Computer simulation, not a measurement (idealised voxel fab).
You're looking at the process module voxel tone inversion.
Section shown: cut. Width: 200 nm. Cell size: 5 nm, square.
For the purposes of this document, a cross-section shall be understood as a grid of square cells, specified as bands listed in top-to-bottom order, each band consisting of one or more rows of cells. The band entry comprises the height of the band's top followed by the height of its bottom, expressed in nm, and subsequently the band's materials from left to right, each stated together with its width in nm. Where a single material is marked with the word "full width", that material fills the band from edge to edge. The word "air" represents empty space. A quick word on heights: they are counted from 0, and under that level the wafer as it came to us is one material throughout. The lowest band is different from the rest in having no bottom; it simply continues downward, written as in "0 and below". The width entry "30->40" should be interpreted row by row: the top row of cells in the band takes the first number, the bottom row takes the second number, and the change between adjacent rows is uniform throughout. Reading "remained unchanged" for a step: not a cell of the cross-section changed in it. Enclosed voids (no open way to top), threshold 8 cells or more, entry "Cavities, closed", notation width x height at distance, distance from left edge, nm. On a step's line, text after the settings is the simulator commenting on that step. "overlay nm", when on a step's line for a step with a mask, measures how far to the right of its planned place the mask lay; a negative measure means to the left.
# Here's what the planned process steps look like
1 RECEIVE: material Si
2 CONFORMAL_DEP: material SiN, thk nm 5
3 DIRECTIONAL_DEP: material aC, thk nm 25
4 PATTERN: tone cover, mask id POSTS, material resist, width nm 25, pitch nm 50, thk nm 35, overlay nm 0
5 DIRECTIONAL_ETCH: etch materials aC, depth nm 25
6 STRIP: etch materials resist
7 FILL_DEP: material SiO2, thk nm 10
8 CMP: height nm 30
9 STRIP: etch materials aC
10 CONFORMAL_DEP: material TiN, thk nm 5
11 FILL_DEP: material Cu, thk nm 5
12 CMP: height nm 30
13 CONFORMAL_DEP: material SiN, thk nm 5
Split variable: thk nm, step 13. Plan value = first wafer. Wafers start alike.
# Received condition of the first of several wafers, sectioned: post-step 1
	0 and below = Si full width
	Cavities, closed: none
# End-of-module cross-section, first of several wafers, after last step 13
	35 down to 30 = SiN full width
	30 down to 10 = SiO2 60 nm, TiN 5 nm, Cu 15 nm, TiN 5 nm, SiO2 25 nm, TiN 5 nm, Cu 15 nm, TiN 5 nm, SiO2 65 nm
	10 down to 5 = SiO2 60 nm, TiN 25 nm, SiO2 25 nm, TiN 25 nm, SiO2 65 nm
	5 down to 0 = SiN full width
	0 and below = Si full width
	Cavities, closed: none
# Showing the last wafer in cross-section at the end of the module
	50 down to 30 = SiN full width
	30 down to 10 = SiO2 60 nm, TiN 5 nm, Cu 15 nm, TiN 5 nm, SiO2 25 nm, TiN 5 nm, Cu 15 nm, TiN 5 nm, SiO2 65 nm
	10 down to 5 = SiO2 60 nm, TiN 25 nm, SiO2 25 nm, TiN 25 nm, SiO2 65 nm
	5 down to 0 = SiN full width
	0 and below = Si full width
	Cavities, closed: none
# Take any row and you have a wafer at the end of the module: how many cells of each material it has gained (+) or lost (-) since it was received, and then its closed voids
thk nm 5, +24 Cu, +80 SiN, +150 SiO2, +26 TiN, Cavities, closed: none
thk nm 10, +24 Cu, +120 SiN, +150 SiO2, +26 TiN, Cavities, closed: none
thk nm 15, +24 Cu, +160 SiN, +150 SiO2, +26 TiN, Cavities, closed: none
thk nm 20, +24 Cu, +200 SiN, +150 SiO2, +26 TiN, Cavities, closed: none
